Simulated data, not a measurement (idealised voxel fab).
Presented below is a process module, voxel transistor to metal.
This is section cut - it's 210 nm across, gridded in 5 nm square cells.
Cross-section format: a grid of square cells, given as bands from top to bottom; each band is one or more rows of cells.
Per band: top height and bottom height in nm, followed by the left-to-right materials and their widths in nm; "throughout" marks a single material spanning edge to edge, "air" marks empty space.
Heights are reckoned from 0. Under this level, the received wafer is all of one material. The bottommost band is open-ended downward, for example "z 0 and below".
The expression "30 to 40" gives the width at the extremes of the band, the first number at its top row of cells and the second at its bottom row, with the width changing by equal amounts from each row to the next in between.
A step reported as "changes: none" is a step in which no cell of the cross-section changed.
Any empty space of 8 cells or more lacking an open way to the top shows up in "Closed cavity list" as width x height at distance, distance from the left edge, in nm.
Whatever follows a step's settings on its line is a remark the simulator itself makes about that step.
The line of a step may include "overlay nm". On a step with a mask, this value is how far to the right of its planned place the mask lay. A negative value means the mask lay to the left.
The steps planned for the process are as follows
1 RECEIVE: material Si
2 CONFORMAL_DEP: material SiO2, thk nm 5
3 CONFORMAL_DEP: material SiN, thk nm 15
4 MASKED_ETCH: tone cover, mask id ACTIVE, width nm 100, etch materials SiN, depth nm 15, overlay nm 0
5 MASKED_ETCH: tone cover, mask id ACTIVE, width nm 100, etch materials SiO2, depth nm 5, overlay nm 0
6 MASKED_ETCH: tone cover, mask id ACTIVE, width nm 100, etch materials Si, depth nm 25, overlay nm 0
7 OXIDIZE: depth nm 5
8 FILL_DEP: material SiO2, thk nm 10
9 CMP: height nm 20
10 SELECTIVE_ETCH: etch materials SiO2, depth nm 15
11 STRIP: etch materials SiN
12 SELECTIVE_ETCH: etch materials SiO2, depth nm 5
13 OXIDIZE: depth nm 5
14 DIRECTIONAL_DEP: material polySi, thk nm 30
15 DIRECTIONAL_DEP: material SiCN, thk nm 10
16 MASKED_ETCH: tone cover, mask id GATE, width nm 20, etch materials SiCN, depth nm 20, overlay nm 0
17 MASKED_ETCH: tone cover, mask id GATE, width nm 20, etch materials polySi, depth nm 40, overlay nm 0
18 CONFORMAL_DEP: material SiO2, thk nm 5
19 DIRECTIONAL_ETCH: etch materials SiO2, depth nm 5
20 CONFORMAL_DEP: material SiN, thk nm 5
21 DIRECTIONAL_ETCH: etch materials SiN, depth nm 5
22 DIRECTIONAL_ETCH: etch materials SiO2, depth nm 5
23 DIRECTIONAL_ETCH: etch materials Si, depth nm 15
24 EPI: material nSi, thk nm 20
25 FILL_DEP: material SiO2, thk nm 5
26 CMP: height nm 40
27 DIRECTIONAL_DEP: material SiO2, thk nm 10
28 DIRECTIONAL_DEP: material aC, thk nm 10
29 PATTERN: tone open, mask id CONTACT, material resist, width nm 15, pitch nm 75, thk nm 25, overlay nm 0
30 DIRECTIONAL_ETCH: etch materials aC, depth nm 10
31 STRIP: etch materials resist
32 DIRECTIONAL_ETCH: etch materials SiO2, depth nm 50
33 STRIP: etch materials aC
34 CONFORMAL_DEP: material TiN, thk nm 5
35 FILL_DEP: material Ru, thk nm 5
36 CMP: height nm 50
37 CONFORMAL_DEP: material SiCN, thk nm 5
38 DIRECTIONAL_DEP: material lowk, thk nm 20
39 MASKED_ETCH: tone open, mask id METAL_1, width nm 15, pitch nm 75, etch materials lowk, depth nm 20, overlay nm 0
40 MASKED_ETCH: tone open, mask id METAL_1, width nm 15, pitch nm 75, etch materials SiCN, depth nm 5, overlay nm 0
41 CONFORMAL_DEP: material TiN, thk nm 5
42 FILL_DEP: material Cu, thk nm 5
43 CMP: height nm 75
44 CONFORMAL_DEP: material SiCN, thk nm 5
Incoming wafer in cross-section (state: after step 1)
z 0 and below: Si throughout
Closed cavity list: none
Here's the cross-section of the first of our two wafers at the end of the module - it ran as planned
z 80 to 75: SiCN throughout
z 75 to 55: lowk: 60; TiN: 5; Cu: 5; TiN: 5; lowk: 60; TiN: 5; Cu: 5; TiN: 5; lowk: 60
z 55 to 50: SiCN: 60; TiN: 15; SiCN: 60; TiN: 15; SiCN: 60
z 50 to 40: SiO2: 60; TiN: 5; Ru: 5; TiN: 5; SiO2: 60; TiN: 5; Ru: 5; TiN: 5; SiO2: 60
z 40 to 30: SiO2: 60; TiN: 5; Ru: 5; TiN: 5; SiO2: 10; SiN: 5; SiO2: 5; SiCN: 20; SiO2: 5; SiN: 5; SiO2: 10; TiN: 5; Ru: 5; TiN: 5; SiO2: 60
z 30 to 20: SiO2: 60; TiN: 5; Ru: 5; TiN: 5; SiO2: 10; SiN: 5; SiO2: 5; polySi: 20; SiO2: 5; SiN: 5; SiO2: 10; TiN: 5; Ru: 5; TiN: 5; SiO2: 60
z 20 to 15: SiO2: 60; TiN: 15; SiO2: 10; SiN: 5; SiO2: 5; polySi: 20; SiO2: 5; SiN: 5; SiO2: 10; TiN: 15; SiO2: 60
z 15 to 0: SiO2: 60; TiN: 5; nSi: 20; SiN: 5; SiO2: 5; polySi: 20; SiO2: 5; SiN: 5; nSi: 20; TiN: 5; SiO2: 60
z 0 to -5: SiO2: 55; nSi: 30; SiO2: 40; nSi: 30; SiO2: 55
z -5 to -20: SiO2: 60; nSi: 25; Si: 40; nSi: 25; SiO2: 60
z -20 to -30: SiO2: 60; Si: 90; SiO2: 60
z -30 and below: Si throughout
Closed cavity list: none
End of module, second wafer, cross-section. Started like the first, planned like the first, run with one mistake
z 80 to 75: SiCN throughout
z 75 to 70: SiCN: 60; TiN: 15; SiCN: 60; TiN: 15; SiCN: 60
z 70 to 50: lowk throughout
z 50 to 40: SiO2: 60; TiN: 5; Ru: 5; TiN: 5; SiO2: 60; TiN: 5; Ru: 5; TiN: 5; SiO2: 60
z 40 to 30: SiO2: 60; TiN: 5; Ru: 5; TiN: 5; SiO2: 10; SiN: 5; SiO2: 5; SiCN: 20; SiO2: 5; SiN: 5; SiO2: 10; TiN: 5; Ru: 5; TiN: 5; SiO2: 60
z 30 to 20: SiO2: 60; TiN: 5; Ru: 5; TiN: 5; SiO2: 10; SiN: 5; SiO2: 5; polySi: 20; SiO2: 5; SiN: 5; SiO2: 10; TiN: 5; Ru: 5; TiN: 5; SiO2: 60
z 20 to 15: SiO2: 60; TiN: 15; SiO2: 10; SiN: 5; SiO2: 5; polySi: 20; SiO2: 5; SiN: 5; SiO2: 10; TiN: 15; SiO2: 60
z 15 to 0: SiO2: 60; TiN: 5; nSi: 20; SiN: 5; SiO2: 5; polySi: 20; SiO2: 5; SiN: 5; nSi: 20; TiN: 5; SiO2: 60
z 0 to -5: SiO2: 55; nSi: 30; SiO2: 40; nSi: 30; SiO2: 55
z -5 to -20: SiO2: 60; nSi: 25; Si: 40; nSi: 25; SiO2: 60
z -20 to -30: SiO2: 60; Si: 90; SiO2: 60
z -30 and below: Si throughout
Closed cavity list: none
Heads up, the wafer didn't run the way we planned it: deviation from plan: step 38 and step 37 executed in one another's positions
Final tally in cells, some materials are higher or lower on the second wafer than on the first: Cu: 8 fewer | TiN: 16 fewer | lowk: 24 more
